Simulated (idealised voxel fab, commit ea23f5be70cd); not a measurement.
Documented hereafter: the process module known as voxel air gaps.
290 nm wide, 5 nm square cells: that's cross-section cut.
Cross-section spec: square-cell grid; bands listed top down; each band is one or more rows. For a band, the entry starts with two heights in nm, that of the top and then that of the bottom, and carries on with the band's materials in order from left to right, each alongside its width in nm; the word "all across" beside a single material means it fills the band edge to edge, and "empty" means empty space. Height 0 is the level under which the wafer as received is all one material. The lowest band goes on downwards, as in "0 nm and below". Width: "30..40" (first number = top row, second number = bottom row, same change from row to row of cells). Given "left unchanged" for a step, no cell of the cross-section differs between before and after that step. Closed empty spaces (no open way to the top) of 8 cells or more are what "Sealed void listing" lists, each as width x height at distance from the left edge, nm for all three. after a step's settings: what the simulator itself notes on the step. overlay nm: mask offset rightward from planned place, masked step; negative means leftward offset. Structure of the following material. The material consists of pairs of cross-sections. Each pair comprises the cross-section before one process step and the cross-section after that step, the latter shown only down to the lowest band that changed. The step between the cross-sections is specified beneath each pair, including its settings. Pairs are not necessarily consecutive: they may derive from different runs of this module performed on the same starting wafer. Continuity with the pair above is to be assumed only where the entry headed "Pre-process cross-section" of the pair in question states it.

### Pre-process cross-section
- 0 nm and below = Si all across
- Sealed void listing: none

### Sectional Result
- 15 nm to 0 nm = SiO2 all across
- Below a height of 0, the structure has not been altered.
- Sealed void listing: none
The step carried out between the cross-section before it and the cross-section after it, both shown above, is op CONFORMAL_DEP | material SiO2 | thk nm 15

Pre-process cross-section: this step begins from the cross-section that the pair just above shows after its step.

### Sectional Result
- 20 nm to 15 nm = SiN all across
- Below a height of 15, the structure has not been altered.
- Sealed void listing: none
The step carried out between the cross-section before it and the cross-section after it, both shown above, is op CONFORMAL_DEP | material SiN | thk nm 5

Pre-process cross-section: this step begins from the cross-section that the pair just above shows after its step.

### Sectional Result
- 50 nm to 20 nm = SiO2 all across
- Below a height of 20, the structure has not been altered.
- Sealed void listing: none
The step carried out between the cross-section before it and the cross-section after it, both shown above, is op DIRECTIONAL_DEP | material SiO2 | thk nm 30

Pre-process cross-section: this step begins from the cross-section that the pair just above shows after its step.

### Sectional Result
- 60 nm to 50 nm = aC all across
- Below a height of 50, the structure has not been altered.
- Sealed void listing: none
The step carried out between the cross-section before it and the cross-section after it, both shown above, is op DIRECTIONAL_DEP | material aC | thk nm 10

Pre-process cross-section: this step begins from the cross-section that the pair just above shows after its step.

### Sectional Result
- 90 nm to 60 nm = resist 70; empty 15; resist 30; empty 15; resist 30; empty 15; resist 30; empty 15; resist 70
- Below a height of 60, the structure has not been altered.
- Sealed void listing: none
The step carried out between the cross-section before it and the cross-section after it, both shown above, is op PATTERN | tone open | mask id LINES | material resist | width nm 15 | pitch nm 45 | thk nm 30 | overlay nm 0

Pre-process cross-section: this step begins from the cross-section that the pair just above shows after its step.

### Sectional Result
- 80 nm to 60 nm = resist 70; empty 15; resist 30; empty 15; resist 30; empty 15; resist 30; empty 15; resist 70
- 60 nm to 50 nm = aC 70; empty 15; aC 30; empty 15; aC 30; empty 15; aC 30; empty 15; aC 70
- Below a height of 50, the structure has not been altered.
- Sealed void listing: none
The step carried out between the cross-section before it and the cross-section after it, both shown above, is op DIRECTIONAL_ETCH | etch materials aC | depth nm 10

Pre-process cross-section: this step begins from the cross-section that the pair just above shows after its step.

### Sectional Result
- 60 nm to 50 nm = aC 70; empty 15; aC 30; empty 15; aC 30; empty 15; aC 30; empty 15; aC 70
- Below a height of 50, the structure has not been altered.
- Sealed void listing: none
The step carried out between the cross-section before it and the cross-section after it, both shown above, is op STRIP | etch materials resist

Pre-process cross-section: this step begins from the cross-section that the pair just above shows after its step.

### Sectional Result
- 60 nm to 50 nm = aC 70; empty 15; aC 30; empty 15; aC 30; empty 15; aC 30; empty 15; aC 70
- 50 nm to 20 nm = SiO2 70; empty 15; SiO2 30; empty 15; SiO2 30; empty 15; SiO2 30; empty 15; SiO2 70
- Below a height of 20, the structure has not been altered.
- Sealed void listing: none
The step carried out between the cross-section before it and the cross-section after it, both shown above, is op DIRECTIONAL_ETCH | etch materials SiO2 | depth nm 30

Pre-process cross-section: this step begins from the cross-section that the pair just above shows after its step.

### Sectional Result
- 50 nm to 20 nm = SiO2 70; empty 15; SiO2 30; empty 15; SiO2 30; empty 15; SiO2 30; empty 15; SiO2 70
- Below a height of 20, the structure has not been altered.
- Sealed void listing: none
The step carried out between the cross-section before it and the cross-section after it, both shown above, is op STRIP | etch materials aC

Pre-process cross-section: this step begins from the cross-section that the pair just above shows after its step.

### Sectional Result
- 55 nm to 50 nm = TiN 75; empty 5; TiN 40; empty 5; TiN 40; empty 5; TiN 40; empty 5; TiN 75
- 50 nm to 25 nm = SiO2 70; TiN 5; empty 5; TiN 5; SiO2 30; TiN 5; empty 5; TiN 5; SiO2 30; TiN 5; empty 5; TiN 5; SiO2 30; TiN 5; empty 5; TiN 5; SiO2 70
- 25 nm to 20 nm = SiO2 70; TiN 15; SiO2 30; TiN 15; SiO2 30; TiN 15; SiO2 30; TiN 15; SiO2 70
- Below a height of 20, the structure has not been altered.
- Sealed void listing: none
The step carried out between the cross-section before it and the cross-section after it, both shown above, is op CONFORMAL_DEP | material TiN | thk nm 5

Pre-process cross-section: this step begins from the cross-section that the pair just above shows after its step.

### Sectional Result
- 65 nm to 55 nm = Ru all across
- 55 nm to 50 nm = TiN 75; Ru 5; TiN 40; Ru 5; TiN 40; Ru 5; TiN 40; Ru 5; TiN 75
- 50 nm to 25 nm = SiO2 70; TiN 5; Ru 5; TiN 5; SiO2 30; TiN 5; Ru 5; TiN 5; SiO2 30; TiN 5; Ru 5; TiN 5; SiO2 30; TiN 5; Ru 5; TiN 5; SiO2 70
- Below a height of 25, the structure has not been altered.
- Sealed void listing: none
The step carried out between the cross-section before it and the cross-section after it, both shown above, is op FILL_DEP | material Ru | thk nm 10

Pre-process cross-section: this step begins from the cross-section that the pair just above shows after its step.

### Sectional Result
- 50 nm to 25 nm = SiO2 70; TiN 5; Ru 5; TiN 5; SiO2 30; TiN 5; Ru 5; TiN 5; SiO2 30; TiN 5; Ru 5; TiN 5; SiO2 30; TiN 5; Ru 5; TiN 5; SiO2 70
- Below a height of 25, the structure has not been altered.
- Sealed void listing: none
The step carried out between the cross-section before it and the cross-section after it, both shown above, is op CMP | height nm 50

Pre-process cross-section: this step begins from the cross-section that the pair just above shows after its step.

### Sectional Result
- 60 nm to 50 nm = empty 60; Ru 35; empty 10; Ru 35; empty 10; Ru 35; empty 10; Ru 35; empty 60
- Below a height of 50, the structure has not been altered.
- Sealed void listing: none
The step carried out between the cross-section before it and the cross-section after it, both shown above, is op EPI | material Ru | thk nm 10

Pre-process cross-section: this step begins from the cross-section that the pair just above shows after its step.

### Sectional Result
- 60 nm to 50 nm = empty 60; Ru 35; empty 10; Ru 35; empty 10; Ru 35; empty 10; Ru 35; empty 60
- 50 nm to 25 nm = empty 70; TiN 5; Ru 5; TiN 5; empty 30; TiN 5; Ru 5; TiN 5; empty 30; TiN 5; Ru 5; TiN 5; empty 30; TiN 5; Ru 5; TiN 5; empty 70
- 25 nm to 20 nm = empty 70; TiN 15; empty 30; TiN 15; empty 30; TiN 15; empty 30; TiN 15; empty 70
- Below a height of 20, the structure has not been altered.
- Sealed void listing: none
The step carried out between the cross-section before it and the cross-section after it, both shown above, is op SELECTIVE_ETCH | etch materials SiO2 | depth nm 40

Pre-process cross-section: this step begins from the cross-section that the pair just above shows after its step.

### Sectional Result
- 65 nm to 60 nm = empty 55; SiN 180; empty 55
- 60 nm to 50 nm = empty 55; SiN 5; Ru 35; SiN 10; Ru 35; SiN 10; Ru 35; SiN 10; Ru 35; SiN 5; empty 55
- 50 nm to 45 nm = empty 55; SiN 15; TiN 5; Ru 5; TiN 5; SiN 30; TiN 5; Ru 5; TiN 5; SiN 30; TiN 5; Ru 5; TiN 5; SiN 30; TiN 5; Ru 5; TiN 5; SiN 15; empty 55
- 45 nm to 25 nm = empty 65; SiN 5; TiN 5; Ru 5; TiN 5; SiN 5; empty 20; SiN 5; TiN 5; Ru 5; TiN 5; SiN 5; empty 20; SiN 5; TiN 5; Ru 5; TiN 5; SiN 5; empty 20; SiN 5; TiN 5; Ru 5; TiN 5; SiN 5; empty 65
- 25 nm to 20 nm = SiN 70; TiN 15; SiN 30; TiN 15; SiN 30; TiN 15; SiN 30; TiN 15; SiN 70
- Below a height of 20, the structure has not been altered.
- Sealed void listing: 20 x 20 at 90; 20 x 20 at 135; 20 x 20 at 180
The step carried out between the cross-section before it and the cross-section after it, both shown above, is op CONFORMAL_DEP | material SiN | thk nm 5

### Pre-process cross-section
- 15 nm to 0 nm = SiO2 all across
- 0 nm and below = Si all across
- Sealed void listing: none

### Sectional Result
- 30 nm to 0 nm = SiO2 all across
- Below a height of 0, the structure has not been altered.
- Sealed void listing: none
The step carried out between the cross-section before it and the cross-section after it, both shown above, is op CONFORMAL_DEP | material SiO2 | thk nm 15

Pre-process cross-section: this step begins from the cross-section that the pair just above shows after its step.

### Sectional Result
- 35 nm to 30 nm = SiN all across
- Below a height of 30, the structure has not been altered.
- Sealed void listing: none
The step carried out between the cross-section before it and the cross-section after it, both shown above, is op CONFORMAL_DEP | material SiN | thk nm 5

Pre-process cross-section: this step begins from the cross-section that the pair just above shows after its step.

### Sectional Result
- 65 nm to 35 nm = SiO2 all across
- Below a height of 35, the structure has not been altered.
- Sealed void listing: none
The step carried out between the cross-section before it and the cross-section after it, both shown above, is op DIRECTIONAL_DEP | material SiO2 | thk nm 30

Pre-process cross-section: this step begins from the cross-section that the pair just above shows after its step.

### Sectional Result
- 75 nm to 65 nm = aC all across
- Below a height of 65, the structure has not been altered.
- Sealed void listing: none
The step carried out between the cross-section before it and the cross-section after it, both shown above, is op DIRECTIONAL_DEP | material aC | thk nm 10

Pre-process cross-section: this step begins from the cross-section that the pair just above shows after its step.

### Sectional Result
- 105 nm to 75 nm = resist 70; empty 15; resist 30; empty 15; resist 30; empty 15; resist 30; empty 15; resist 70
- Below a height of 75, the structure has not been altered.
- Sealed void listing: none
The step carried out between the cross-section before it and the cross-section after it, both shown above, is op PATTERN | tone open | mask id LINES | material resist | width nm 15 | pitch nm 45 | thk nm 30 | overlay nm 0

Pre-process cross-section: this step begins from the cross-section that the pair just above shows after its step.

### Sectional Result
- 95 nm to 75 nm = resist 70; empty 15; resist 30; empty 15; resist 30; empty 15; resist 30; empty 15; resist 70
- 75 nm to 65 nm = aC 70; empty 15; aC 30; empty 15; aC 30; empty 15; aC 30; empty 15; aC 70
- Below a height of 65, the structure has not been altered.
- Sealed void listing: none
The step carried out between the cross-section before it and the cross-section after it, both shown above, is op DIRECTIONAL_ETCH | etch materials aC | depth nm 10

Pre-process cross-section: this step begins from the cross-section that the pair just above shows after its step.

### Sectional Result
- 75 nm to 65 nm = aC 70; empty 15; aC 30; empty 15; aC 30; empty 15; aC 30; empty 15; aC 70
- Below a height of 65, the structure has not been altered.
- Sealed void listing: none
The step carried out between the cross-section before it and the cross-section after it, both shown above, is op STRIP | etch materials resist

Pre-process cross-section: this step begins from the cross-section that the pair just above shows after its step.

### Sectional Result
- 75 nm to 65 nm = aC 70; empty 15; aC 30; empty 15; aC 30; empty 15; aC 30; empty 15; aC 70
- 65 nm to 35 nm = SiO2 70; empty 15; SiO2 30; empty 15; SiO2 30; empty 15; SiO2 30; empty 15; SiO2 70
- Below a height of 35, the structure has not been altered.
- Sealed void listing: none
The step carried out between the cross-section before it and the cross-section after it, both shown above, is op DIRECTIONAL_ETCH | etch materials SiO2 | depth nm 30

Pre-process cross-section: this step begins from the cross-section that the pair just above shows after its step.

### Sectional Result
- 65 nm to 35 nm = SiO2 70; empty 15; SiO2 30; empty 15; SiO2 30; empty 15; SiO2 30; empty 15; SiO2 70
- Below a height of 35, the structure has not been altered.
- Sealed void listing: none
The step carried out between the cross-section before it and the cross-section after it, both shown above, is op STRIP | etch materials aC

Pre-process cross-section: this step begins from the cross-section that the pair just above shows after its step.

### Sectional Result
- 70 nm to 65 nm = TiN 75; empty 5; TiN 40; empty 5; TiN 40; empty 5; TiN 40; empty 5; TiN 75
- 65 nm to 40 nm = SiO2 70; TiN 5; empty 5; TiN 5; SiO2 30; TiN 5; empty 5; TiN 5; SiO2 30; TiN 5; empty 5; TiN 5; SiO2 30; TiN 5; empty 5; TiN 5; SiO2 70
- 40 nm to 35 nm = SiO2 70; TiN 15; SiO2 30; TiN 15; SiO2 30; TiN 15; SiO2 30; TiN 15; SiO2 70
- Below a height of 35, the structure has not been altered.
- Sealed void listing: none
The step carried out between the cross-section before it and the cross-section after it, both shown above, is op CONFORMAL_DEP | material TiN | thk nm 5

Pre-process cross-section: this step begins from the cross-section that the pair just above shows after its step.

### Sectional Result
- 80 nm to 70 nm = Ru all across
- 70 nm to 65 nm = TiN 75; Ru 5; TiN 40; Ru 5; TiN 40; Ru 5; TiN 40; Ru 5; TiN 75
- 65 nm to 40 nm = SiO2 70; TiN 5; Ru 5; TiN 5; SiO2 30; TiN 5; Ru 5; TiN 5; SiO2 30; TiN 5; Ru 5; TiN 5; SiO2 30; TiN 5; Ru 5; TiN 5; SiO2 70
- Below a height of 40, the structure has not been altered.
- Sealed void listing: none
The step carried out between the cross-section before it and the cross-section after it, both shown above, is op FILL_DEP | material Ru | thk nm 10

Pre-process cross-section: this step begins from the cross-section that the pair just above shows after its step.

### Sectional Result
- 50 nm to 40 nm = SiO2 70; TiN 5; Ru 5; TiN 5; SiO2 30; TiN 5; Ru 5; TiN 5; SiO2 30; TiN 5; Ru 5; TiN 5; SiO2 30; TiN 5; Ru 5; TiN 5; SiO2 70
- Below a height of 40, the structure has not been altered.
- Sealed void listing: none
The step carried out between the cross-section before it and the cross-section after it, both shown above, is op CMP | height nm 50

Pre-process cross-section: this step begins from the cross-section that the pair just above shows after its step.

### Sectional Result
- 60 nm to 50 nm = empty 60; Ru 35; empty 10; Ru 35; empty 10; Ru 35; empty 10; Ru 35; empty 60
- Below a height of 50, the structure has not been altered.
- Sealed void listing: none
The step carried out between the cross-section before it and the cross-section after it, both shown above, is op EPI | material Ru | thk nm 10

Pre-process cross-section: this step begins from the cross-section that the pair just above shows after its step.

### Sectional Result
- 60 nm to 50 nm = empty 60; Ru 35; empty 10; Ru 35; empty 10; Ru 35; empty 10; Ru 35; empty 60
- 50 nm to 40 nm = empty 70; TiN 5; Ru 5; TiN 5; empty 30; TiN 5; Ru 5; TiN 5; empty 30; TiN 5; Ru 5; TiN 5; empty 30; TiN 5; Ru 5; TiN 5; empty 70
- 40 nm to 35 nm = empty 70; TiN 15; empty 30; TiN 15; empty 30; TiN 15; empty 30; TiN 15; empty 70
- Below a height of 35, the structure has not been altered.
- Sealed void listing: none
The step carried out between the cross-section before it and the cross-section after it, both shown above, is op SELECTIVE_ETCH | etch materials SiO2 | depth nm 40

Pre-process cross-section: this step begins from the cross-section that the pair just above shows after its step.

### Sectional Result
- 65 nm to 60 nm = empty 55; SiN 180; empty 55
- 60 nm to 50 nm = empty 55; SiN 5; Ru 35; SiN 10; Ru 35; SiN 10; Ru 35; SiN 10; Ru 35; SiN 5; empty 55
- 50 nm to 45 nm = empty 55; SiN 15; TiN 5; Ru 5; TiN 5; SiN 30; TiN 5; Ru 5; TiN 5; SiN 30; TiN 5; Ru 5; TiN 5; SiN 30; TiN 5; Ru 5; TiN 5; SiN 15; empty 55
- 45 nm to 40 nm = empty 65; SiN 5; TiN 5; Ru 5; TiN 5; SiN 5; empty 20; SiN 5; TiN 5; Ru 5; TiN 5; SiN 5; empty 20; SiN 5; TiN 5; Ru 5; TiN 5; SiN 5; empty 20; SiN 5; TiN 5; Ru 5; TiN 5; SiN 5; empty 65
- 40 nm to 35 nm = SiN 70; TiN 15; SiN 30; TiN 15; SiN 30; TiN 15; SiN 30; TiN 15; SiN 70
- Below a height of 35, the structure has not been altered.
- Sealed void listing: none
The step carried out between the cross-section before it and the cross-section after it, both shown above, is op CONFORMAL_DEP | material SiN | thk nm 5

### Pre-process cross-section
- 50 nm to 25 nm = SiO2 70; TiN 5; Ru 5; TiN 5; SiO2 30; TiN 5; Ru 5; TiN 5; SiO2 30; TiN 5; Ru 5; TiN 5; SiO2 30; TiN 5; Ru 5; TiN 5; SiO2 70
- 25 nm to 20 nm = SiO2 70; TiN 15; SiO2 30; TiN 15; SiO2 30; TiN 15; SiO2 30; TiN 15; SiO2 70
- 20 nm to 15 nm = SiN all across
- 15 nm to 0 nm = SiO2 all across
- 0 nm and below = Si all across
- Sealed void listing: none

### Sectional Result
- 50 nm to 25 nm = empty 70; TiN 5; Ru 5; TiN 5; empty 30; TiN 5; Ru 5; TiN 5; empty 30; TiN 5; Ru 5; TiN 5; empty 30; TiN 5; Ru 5; TiN 5; empty 70
- 25 nm to 20 nm = empty 70; TiN 15; empty 30; TiN 15; empty 30; TiN 15; empty 30; TiN 15; empty 70
- Below a height of 20, the structure has not been altered.
- Sealed void listing: none
The step carried out between the cross-section before it and the cross-section after it, both shown above, is op SELECTIVE_ETCH | etch materials SiO2 | depth nm 40

Pre-process cross-section: this step begins from the cross-section that the pair just above shows after its step.

### Sectional Result
- 60 nm to 50 nm = empty 60; Ru 35; empty 10; Ru 35; empty 10; Ru 35; empty 10; Ru 35; empty 60
- 50 nm to 25 nm = empty 60; Ru 10; TiN 5; Ru 5; TiN 5; Ru 10; empty 10; Ru 10; TiN 5; Ru 5; TiN 5; Ru 10; empty 10; Ru 10; TiN 5; Ru 5; TiN 5; Ru 10; empty 10; Ru 10; TiN 5; Ru 5; TiN 5; Ru 10; empty 60
- 25 nm to 20 nm = empty 60; Ru 10; TiN 15; Ru 10; empty 10; Ru 10; TiN 15; Ru 10; empty 10; Ru 10; TiN 15; Ru 10; empty 10; Ru 10; TiN 15; Ru 10; empty 60
- Below a height of 20, the structure has not been altered.
- Sealed void listing: none
The step carried out between the cross-section before it and the cross-section after it, both shown above, is op EPI | material Ru | thk nm 10

Pre-process cross-section: this step begins from the cross-section that the pair just above shows after its step.

### Sectional Result
- 65 nm to 60 nm = empty 55; SiN 180; empty 55
- 60 nm to 50 nm = empty 55; SiN 5; Ru 35; SiN 10; Ru 35; SiN 10; Ru 35; SiN 10; Ru 35; SiN 5; empty 55
- 50 nm to 25 nm = empty 55; SiN 5; Ru 10; TiN 5; Ru 5; TiN 5; Ru 10; SiN 10; Ru 10; TiN 5; Ru 5; TiN 5; Ru 10; SiN 10; Ru 10; TiN 5; Ru 5; TiN 5; Ru 10; SiN 10; Ru 10; TiN 5; Ru 5; TiN 5; Ru 10; SiN 5; empty 55
- 25 nm to 20 nm = SiN 60; Ru 10; TiN 15; Ru 10; SiN 10; Ru 10; TiN 15; Ru 10; SiN 10; Ru 10; TiN 15; Ru 10; SiN 10; Ru 10; TiN 15; Ru 10; SiN 60
- Below a height of 20, the structure has not been altered.
- Sealed void listing: none
The step carried out between the cross-section before it and the cross-section after it, both shown above, is op CONFORMAL_DEP | material SiN | thk nm 5

### Pre-process cross-section
- 15 nm to 0 nm = SiO2 all across
- 0 nm and below = Si all across
- Sealed void listing: none

### Sectional Result
- 30 nm to 15 nm = SiN all across
- Below a height of 15, the structure has not been altered.
- Sealed void listing: none
The step carried out between the cross-section before it and the cross-section after it, both shown above, is op CONFORMAL_DEP | material SiN | thk nm 15

Pre-process cross-section: this step begins from the cross-section that the pair just above shows after its step.

### Sectional Result
- 60 nm to 30 nm = SiO2 all across
- Below a height of 30, the structure has not been altered.
- Sealed void listing: none
The step carried out between the cross-section before it and the cross-section after it, both shown above, is op DIRECTIONAL_DEP | material SiO2 | thk nm 30

Pre-process cross-section: this step begins from the cross-section that the pair just above shows after its step.

### Sectional Result
- 70 nm to 60 nm = aC all across
- Below a height of 60, the structure has not been altered.
- Sealed void listing: none
The step carried out between the cross-section before it and the cross-section after it, both shown above, is op DIRECTIONAL_DEP | material aC | thk nm 10

Pre-process cross-section: this step begins from the cross-section that the pair just above shows after its step.

### Sectional Result
- 100 nm to 70 nm = resist 70; empty 15; resist 30; empty 15; resist 30; empty 15; resist 30; empty 15; resist 70
- Below a height of 70, the structure has not been altered.
- Sealed void listing: none
The step carried out between the cross-section before it and the cross-section after it, both shown above, is op PATTERN | tone open | mask id LINES | material resist | width nm 15 | pitch nm 45 | thk nm 30 | overlay nm 0

Pre-process cross-section: this step begins from the cross-section that the pair just above shows after its step.

### Sectional Result
- 90 nm to 70 nm = resist 70; empty 15; resist 30; empty 15; resist 30; empty 15; resist 30; empty 15; resist 70
- 70 nm to 60 nm = aC 70; empty 15; aC 30; empty 15; aC 30; empty 15; aC 30; empty 15; aC 70
- Below a height of 60, the structure has not been altered.
- Sealed void listing: none
The step carried out between the cross-section before it and the cross-section after it, both shown above, is op DIRECTIONAL_ETCH | etch materials aC | depth nm 10

Pre-process cross-section: this step begins from the cross-section that the pair just above shows after its step.

### Sectional Result
- 70 nm to 60 nm = aC 70; empty 15; aC 30; empty 15; aC 30; empty 15; aC 30; empty 15; aC 70
- Below a height of 60, the structure has not been altered.
- Sealed void listing: none
The step carried out between the cross-section before it and the cross-section after it, both shown above, is op STRIP | etch materials resist

Pre-process cross-section: this step begins from the cross-section that the pair just above shows after its step.

### Sectional Result
- 70 nm to 60 nm = aC 70; empty 15; aC 30; empty 15; aC 30; empty 15; aC 30; empty 15; aC 70
- 60 nm to 30 nm = SiO2 70; empty 15; SiO2 30; empty 15; SiO2 30; empty 15; SiO2 30; empty 15; SiO2 70
- Below a height of 30, the structure has not been altered.
- Sealed void listing: none
The step carried out between the cross-section before it and the cross-section after it, both shown above, is op DIRECTIONAL_ETCH | etch materials SiO2 | depth nm 30

Pre-process cross-section: this step begins from the cross-section that the pair just above shows after its step.

### Sectional Result
- 60 nm to 30 nm = SiO2 70; empty 15; SiO2 30; empty 15; SiO2 30; empty 15; SiO2 30; empty 15; SiO2 70
- Below a height of 30, the structure has not been altered.
- Sealed void listing: none
The step carried out between the cross-section before it and the cross-section after it, both shown above, is op STRIP | etch materials aC

Pre-process cross-section: this step begins from the cross-section that the pair just above shows after its step.

### Sectional Result
- 65 nm to 60 nm = TiN 75; empty 5; TiN 40; empty 5; TiN 40; empty 5; TiN 40; empty 5; TiN 75
- 60 nm to 35 nm = SiO2 70; TiN 5; empty 5; TiN 5; SiO2 30; TiN 5; empty 5; TiN 5; SiO2 30; TiN 5; empty 5; TiN 5; SiO2 30; TiN 5; empty 5; TiN 5; SiO2 70
- 35 nm to 30 nm = SiO2 70; TiN 15; SiO2 30; TiN 15; SiO2 30; TiN 15; SiO2 30; TiN 15; SiO2 70
- Below a height of 30, the structure has not been altered.
- Sealed void listing: none
The step carried out between the cross-section before it and the cross-section after it, both shown above, is op CONFORMAL_DEP | material TiN | thk nm 5

Pre-process cross-section: this step begins from the cross-section that the pair just above shows after its step.

### Sectional Result
- 75 nm to 65 nm = Ru all across
- 65 nm to 60 nm = TiN 75; Ru 5; TiN 40; Ru 5; TiN 40; Ru 5; TiN 40; Ru 5; TiN 75
- 60 nm to 35 nm = SiO2 70; TiN 5; Ru 5; TiN 5; SiO2 30; TiN 5; Ru 5; TiN 5; SiO2 30; TiN 5; Ru 5; TiN 5; SiO2 30; TiN 5; Ru 5; TiN 5; SiO2 70
- Below a height of 35, the structure has not been altered.
- Sealed void listing: none
The step carried out between the cross-section before it and the cross-section after it, both shown above, is op FILL_DEP | material Ru | thk nm 10

Pre-process cross-section: this step begins from the cross-section that the pair just above shows after its step.

### Sectional Result
- 50 nm to 35 nm = SiO2 70; TiN 5; Ru 5; TiN 5; SiO2 30; TiN 5; Ru 5; TiN 5; SiO2 30; TiN 5; Ru 5; TiN 5; SiO2 30; TiN 5; Ru 5; TiN 5; SiO2 70
- Below a height of 35, the structure has not been altered.
- Sealed void listing: none
The step carried out between the cross-section before it and the cross-section after it, both shown above, is op CMP | height nm 50

Pre-process cross-section: this step begins from the cross-section that the pair just above shows after its step.

### Sectional Result
- 60 nm to 50 nm = empty 60; Ru 35; empty 10; Ru 35; empty 10; Ru 35; empty 10; Ru 35; empty 60
- Below a height of 50, the structure has not been altered.
- Sealed void listing: none
The step carried out between the cross-section before it and the cross-section after it, both shown above, is op EPI | material Ru | thk nm 10

Pre-process cross-section: this step begins from the cross-section that the pair just above shows after its step.

### Sectional Result
- 60 nm to 50 nm = empty 60; Ru 35; empty 10; Ru 35; empty 10; Ru 35; empty 10; Ru 35; empty 60
- 50 nm to 35 nm = empty 70; TiN 5; Ru 5; TiN 5; empty 30; TiN 5; Ru 5; TiN 5; empty 30; TiN 5; Ru 5; TiN 5; empty 30; TiN 5; Ru 5; TiN 5; empty 70
- 35 nm to 30 nm = empty 70; TiN 15; empty 30; TiN 15; empty 30; TiN 15; empty 30; TiN 15; empty 70
- Below a height of 30, the structure has not been altered.
- Sealed void listing: none
The step carried out between the cross-section before it and the cross-section after it, both shown above, is op SELECTIVE_ETCH | etch materials SiO2 | depth nm 40

Pre-process cross-section: this step begins from the cross-section that the pair just above shows after its step.

### Sectional Result
- 65 nm to 60 nm = empty 55; SiN 180; empty 55
- 60 nm to 50 nm = empty 55; SiN 5; Ru 35; SiN 10; Ru 35; SiN 10; Ru 35; SiN 10; Ru 35; SiN 5; empty 55
- 50 nm to 45 nm = empty 55; SiN 15; TiN 5; Ru 5; TiN 5; SiN 30; TiN 5; Ru 5; TiN 5; SiN 30; TiN 5; Ru 5; TiN 5; SiN 30; TiN 5; Ru 5; TiN 5; SiN 15; empty 55
- 45 nm to 35 nm = empty 65; SiN 5; TiN 5; Ru 5; TiN 5; SiN 5; empty 20; SiN 5; TiN 5; Ru 5; TiN 5; SiN 5; empty 20; SiN 5; TiN 5; Ru 5; TiN 5; SiN 5; empty 20; SiN 5; TiN 5; Ru 5; TiN 5; SiN 5; empty 65
- 35 nm to 30 nm = SiN 70; TiN 15; SiN 30; TiN 15; SiN 30; TiN 15; SiN 30; TiN 15; SiN 70
- Below a height of 30, the structure has not been altered.
- Sealed void listing: 20 x 10 at 90; 20 x 10 at 135; 20 x 10 at 180
The step carried out between the cross-section before it and the cross-section after it, both shown above, is op CONFORMAL_DEP | material SiN | thk nm 5

### Pre-process cross-section
- 60 nm to 50 nm = aC all across
- 50 nm to 20 nm = SiO2 all across
- 20 nm to 15 nm = SiN all across
- 15 nm to 0 nm = SiO2 all across
- 0 nm and below = Si all across
- Sealed void listing: none

### Sectional Result
- 90 nm to 60 nm = resist 65; empty 25; resist 20; empty 25; resist 20; empty 25; resist 20; empty 25; resist 65
- Below a height of 60, the structure has not been altered.
- Sealed void listing: none
The step carried out between the cross-section before it and the cross-section after it, both shown above, is op PATTERN | tone open | mask id LINES | material resist | width nm 25 | pitch nm 45 | thk nm 30 | overlay nm 0

Pre-process cross-section: this step begins from the cross-section that the pair just above shows after its step.

### Sectional Result
- 80 nm to 60 nm = resist 65; empty 25; resist 20; empty 25; resist 20; empty 25; resist 20; empty 25; resist 65
- 60 nm to 50 nm = aC 65; empty 25; aC 20; empty 25; aC 20; empty 25; aC 20; empty 25; aC 65
- Below a height of 50, the structure has not been altered.
- Sealed void listing: none
The step carried out between the cross-section before it and the cross-section after it, both shown above, is op DIRECTIONAL_ETCH | etch materials aC | depth nm 10

Pre-process cross-section: this step begins from the cross-section that the pair just above shows after its step.

### Sectional Result
- 60 nm to 50 nm = aC 65; empty 25; aC 20; empty 25; aC 20; empty 25; aC 20; empty 25; aC 65
- Below a height of 50, the structure has not been altered.
- Sealed void listing: none
The step carried out between the cross-section before it and the cross-section after it, both shown above, is op STRIP | etch materials resist

Pre-process cross-section: this step begins from the cross-section that the pair just above shows after its step.

### Sectional Result
- 60 nm to 50 nm = aC 65; empty 25; aC 20; empty 25; aC 20; empty 25; aC 20; empty 25; aC 65
- 50 nm to 20 nm = SiO2 65; empty 25; SiO2 20; empty 25; SiO2 20; empty 25; SiO2 20; empty 25; SiO2 65
- Below a height of 20, the structure has not been altered.
- Sealed void listing: none
The step carried out between the cross-section before it and the cross-section after it, both shown above, is op DIRECTIONAL_ETCH | etch materials SiO2 | depth nm 30

Pre-process cross-section: this step begins from the cross-section that the pair just above shows after its step.

### Sectional Result
- 50 nm to 20 nm = SiO2 65; empty 25; SiO2 20; empty 25; SiO2 20; empty 25; SiO2 20; empty 25; SiO2 65
- Below a height of 20, the structure has not been altered.
- Sealed void listing: none
The step carried out between the cross-section before it and the cross-section after it, both shown above, is op STRIP | etch materials aC

Pre-process cross-section: this step begins from the cross-section that the pair just above shows after its step.

### Sectional Result
- 55 nm to 50 nm = TiN 70; empty 15; TiN 30; empty 15; TiN 30; empty 15; TiN 30; empty 15; TiN 70
- 50 nm to 25 nm = SiO2 65; TiN 5; empty 15; TiN 5; SiO2 20; TiN 5; empty 15; TiN 5; SiO2 20; TiN 5; empty 15; TiN 5; SiO2 20; TiN 5; empty 15; TiN 5; SiO2 65
- 25 nm to 20 nm = SiO2 65; TiN 25; SiO2 20; TiN 25; SiO2 20; TiN 25; SiO2 20; TiN 25; SiO2 65
- Below a height of 20, the structure has not been altered.
- Sealed void listing: none
The step carried out between the cross-section before it and the cross-section after it, both shown above, is op CONFORMAL_DEP | material TiN | thk nm 5

Pre-process cross-section: this step begins from the cross-section that the pair just above shows after its step.

### Sectional Result
- 65 nm to 55 nm = Ru all across
- 55 nm to 50 nm = TiN 70; Ru 15; TiN 30; Ru 15; TiN 30; Ru 15; TiN 30; Ru 15; TiN 70
- 50 nm to 25 nm = SiO2 65; TiN 5; Ru 15; TiN 5; SiO2 20; TiN 5; Ru 15; TiN 5; SiO2 20; TiN 5; Ru 15; TiN 5; SiO2 20; TiN 5; Ru 15; TiN 5; SiO2 65
- Below a height of 25, the structure has not been altered.
- Sealed void listing: none
The step carried out between the cross-section before it and the cross-section after it, both shown above, is op FILL_DEP | material Ru | thk nm 10

Pre-process cross-section: this step begins from the cross-section that the pair just above shows after its step.

### Sectional Result
- 50 nm to 25 nm = SiO2 65; TiN 5; Ru 15; TiN 5; SiO2 20; TiN 5; Ru 15; TiN 5; SiO2 20; TiN 5; Ru 15; TiN 5; SiO2 20; TiN 5; Ru 15; TiN 5; SiO2 65
- Below a height of 25, the structure has not been altered.
- Sealed void listing: none
The step carried out between the cross-section before it and the cross-section after it, both shown above, is op CMP | height nm 50
